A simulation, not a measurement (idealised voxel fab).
Process module heading - voxel trench capacitor
The figure presents cross-section cut, which has a width of 270 nm and is divided into square cells with an edge length of 5 nm.
Cross-section, as written here: a square-cell grid given band by band from the top down, where a band holds one or more rows of cells.
First you get the band's top height and its bottom height, in nm, and then the materials it's made of, left to right, with each width in nm. If you see a single material with "full width", that one covers the band edge to edge. "empty" is empty space.
Heights are expressed relative to 0, this being the level below which the as-received wafer comprises one material exclusively. The lowest band is unbounded in the downward direction and is denoted as in "0 nm and below".
The expression "30->40" gives the width at the extremes of the band, the first number at its top row of cells and the second at its bottom row, with the width changing by equal amounts from each row to the next in between.
Basically "stayed the same" means that step didn't change any cell in the cross-section.
Entry "Closed cavities". Content: empty spaces with no open connection to the top, size 8 cells or greater. Each: width x height at distance. Distance: from left edge. Unit: nm.
That trailing text on a step's line, after the settings, is the simulator's own remark on the step.
What "overlay nm" on a step's line means: if the step has a mask, that mask lay this far to the right of its planned place, or, when the value is negative, to the left.

## Process steps foreseen in the plan
1 RECEIVE: material Si
2 CONFORMAL_DEP: material SiN, thk nm 5
3 DIRECTIONAL_DEP: material aC, thk nm 15
4 PATTERN: tone open, mask id TRENCH, material resist, width nm 15, pitch nm 30, thk nm 35, overlay nm 0
5 DIRECTIONAL_ETCH: etch materials aC, depth nm 15
6 STRIP: etch materials resist
7 DIRECTIONAL_ETCH: etch materials SiN, depth nm 5
8 DIRECTIONAL_ETCH: etch materials Si, depth nm 35
9 STRIP: etch materials aC
10 CONFORMAL_DEP: material SiO2, thk nm 5
11 FILL_DEP: material polySi, thk nm 10
12 CMP: height nm 5

## Concerning the first of two wafers, which was run in accordance with the plan

## Cross-section of the incoming wafer, state after step 1
	0 nm and below = Si full width
	Closed cavities: none

## After step 2, in cross-section
	5 nm to 0 nm = SiN full width
	At heights below 0, the structure remains unaltered.

## After step 3, in cross-section
	20 nm to 5 nm = aC full width
	At heights below 5, the structure remains unaltered.

## After step 4, in cross-section
	55 nm to 20 nm = resist=95; empty=15; resist=15; empty=15; resist=15; empty=15; resist=100
	At heights below 20, the structure remains unaltered.

## After step 5, in cross-section
	40 nm to 20 nm = resist=95; empty=15; resist=15; empty=15; resist=15; empty=15; resist=100
	20 nm to 5 nm = aC=95; empty=15; aC=15; empty=15; aC=15; empty=15; aC=100
	At heights below 5, the structure remains unaltered.

## After step 6, in cross-section
	20 nm to 5 nm = aC=95; empty=15; aC=15; empty=15; aC=15; empty=15; aC=100
	At heights below 5, the structure remains unaltered.

## After step 7, in cross-section
	20 nm to 5 nm = aC=95; empty=15; aC=15; empty=15; aC=15; empty=15; aC=100
	5 nm to 0 nm = SiN=95; empty=15; SiN=15; empty=15; SiN=15; empty=15; SiN=100
	At heights below 0, the structure remains unaltered.

## After step 8, in cross-section
	20 nm to 5 nm = aC=95; empty=15; aC=15; empty=15; aC=15; empty=15; aC=100
	5 nm to 0 nm = SiN=95; empty=15; SiN=15; empty=15; SiN=15; empty=15; SiN=100
	0 nm to -35 nm = Si=95; empty=15; Si=15; empty=15; Si=15; empty=15; Si=100
	At heights below -35, the structure remains unaltered.

## After step 9, in cross-section
	5 nm to 0 nm = SiN=95; empty=15; SiN=15; empty=15; SiN=15; empty=15; SiN=100
	At heights below 0, the structure remains unaltered.

## After step 10, in cross-section
	10 nm to 5 nm = SiO2=100; empty=5; SiO2=25; empty=5; SiO2=25; empty=5; SiO2=105
	5 nm to 0 nm = SiN=95; SiO2=5; empty=5; SiO2=5; SiN=15; SiO2=5; empty=5; SiO2=5; SiN=15; SiO2=5; empty=5; SiO2=5; SiN=100
	0 nm to -30 nm = Si=95; SiO2=5; empty=5; SiO2=5; Si=15; SiO2=5; empty=5; SiO2=5; Si=15; SiO2=5; empty=5; SiO2=5; Si=100
	-30 nm to -35 nm = Si=95; SiO2=15; Si=15; SiO2=15; Si=15; SiO2=15; Si=100
	At heights below -35, the structure remains unaltered.

## After step 11, in cross-section
	20 nm to 10 nm = polySi full width
	10 nm to 5 nm = SiO2=100; polySi=5; SiO2=25; polySi=5; SiO2=25; polySi=5; SiO2=105
	5 nm to 0 nm = SiN=95; SiO2=5; polySi=5; SiO2=5; SiN=15; SiO2=5; polySi=5; SiO2=5; SiN=15; SiO2=5; polySi=5; SiO2=5; SiN=100
	0 nm to -30 nm = Si=95; SiO2=5; polySi=5; SiO2=5; Si=15; SiO2=5; polySi=5; SiO2=5; Si=15; SiO2=5; polySi=5; SiO2=5; Si=100
	At heights below -30, the structure remains unaltered.

## After step 12, in cross-section
	5 nm to 0 nm = SiN=95; SiO2=5; polySi=5; SiO2=5; SiN=15; SiO2=5; polySi=5; SiO2=5; SiN=15; SiO2=5; polySi=5; SiO2=5; SiN=100
	At heights below 0, the structure remains unaltered.

## Here the second wafer is described. Its start and its plan were those of the first wafer. Its run contained one mistake. Up to and including step 3, it did exactly what the first wafer did

## Second wafer: cross-section at the scheduled end of step 4
	55 nm to 20 nm = empty=95; resist=15; empty=15; resist=15; empty=15; resist=15; empty=100
	At heights below 20, the structure remains unaltered.

## Second wafer: cross-section at the scheduled end of step 5
	40 nm to 20 nm = empty=95; resist=15; empty=15; resist=15; empty=15; resist=15; empty=100
	20 nm to 5 nm = empty=95; aC=15; empty=15; aC=15; empty=15; aC=15; empty=100
	At heights below 5, the structure remains unaltered.

## Second wafer: cross-section at the scheduled end of step 6
	20 nm to 5 nm = empty=95; aC=15; empty=15; aC=15; empty=15; aC=15; empty=100
	At heights below 5, the structure remains unaltered.

## Second wafer: cross-section at the scheduled end of step 7
	20 nm to 5 nm = empty=95; aC=15; empty=15; aC=15; empty=15; aC=15; empty=100
	5 nm to 0 nm = empty=95; SiN=15; empty=15; SiN=15; empty=15; SiN=15; empty=100
	At heights below 0, the structure remains unaltered.

## Second wafer: cross-section at the scheduled end of step 8
	20 nm to 5 nm = empty=95; aC=15; empty=15; aC=15; empty=15; aC=15; empty=100
	5 nm to 0 nm = empty=95; SiN=15; empty=15; SiN=15; empty=15; SiN=15; empty=100
	0 nm to -35 nm = empty=95; Si=15; empty=15; Si=15; empty=15; Si=15; empty=100
	At heights below -35, the structure remains unaltered.

## Second wafer: cross-section at the scheduled end of step 9
	5 nm to 0 nm = empty=95; SiN=15; empty=15; SiN=15; empty=15; SiN=15; empty=100
	At heights below 0, the structure remains unaltered.

## Second wafer: cross-section at the scheduled end of step 10
	10 nm to 5 nm = empty=90; SiO2=25; empty=5; SiO2=25; empty=5; SiO2=25; empty=95
	5 nm to 0 nm = empty=90; SiO2=5; SiN=15; SiO2=5; empty=5; SiO2=5; SiN=15; SiO2=5; empty=5; SiO2=5; SiN=15; SiO2=5; empty=95
	0 nm to -30 nm = empty=90; SiO2=5; Si=15; SiO2=5; empty=5; SiO2=5; Si=15; SiO2=5; empty=5; SiO2=5; Si=15; SiO2=5; empty=95
	-30 nm to -35 nm = SiO2=95; Si=15; SiO2=15; Si=15; SiO2=15; Si=15; SiO2=100
	At heights below -35, the structure remains unaltered.

## Second wafer: cross-section at the scheduled end of step 11
	20 nm to 10 nm = polySi full width
	10 nm to 5 nm = polySi=90; SiO2=25; polySi=5; SiO2=25; polySi=5; SiO2=25; polySi=95
	5 nm to 0 nm = polySi=90; SiO2=5; SiN=15; SiO2=5; polySi=5; SiO2=5; SiN=15; SiO2=5; polySi=5; SiO2=5; SiN=15; SiO2=5; polySi=95
	0 nm to -30 nm = polySi=90; SiO2=5; Si=15; SiO2=5; polySi=5; SiO2=5; Si=15; SiO2=5; polySi=5; SiO2=5; Si=15; SiO2=5; polySi=95
	At heights below -30, the structure remains unaltered.

## Second wafer: cross-section at the scheduled end of step 12
	5 nm to 0 nm = polySi=90; SiO2=5; SiN=15; SiO2=5; polySi=5; SiO2=5; SiN=15; SiO2=5; polySi=5; SiO2=5; SiN=15; SiO2=5; polySi=95
	At heights below 0, the structure remains unaltered.
The mistake made against the process plan was this: step 4 off recipe, ran as PATTERN: tone cover, mask id TRENCH, material resist, width nm 15, pitch nm 30, thk nm 35, overlay nm 0
Once processing is complete, comparing cell counts shows that the second wafer has more or fewer of certain materials than the first: Si: 252 fewer | SiN: 36 fewer | SiO2: 36 more | polySi: 252 more
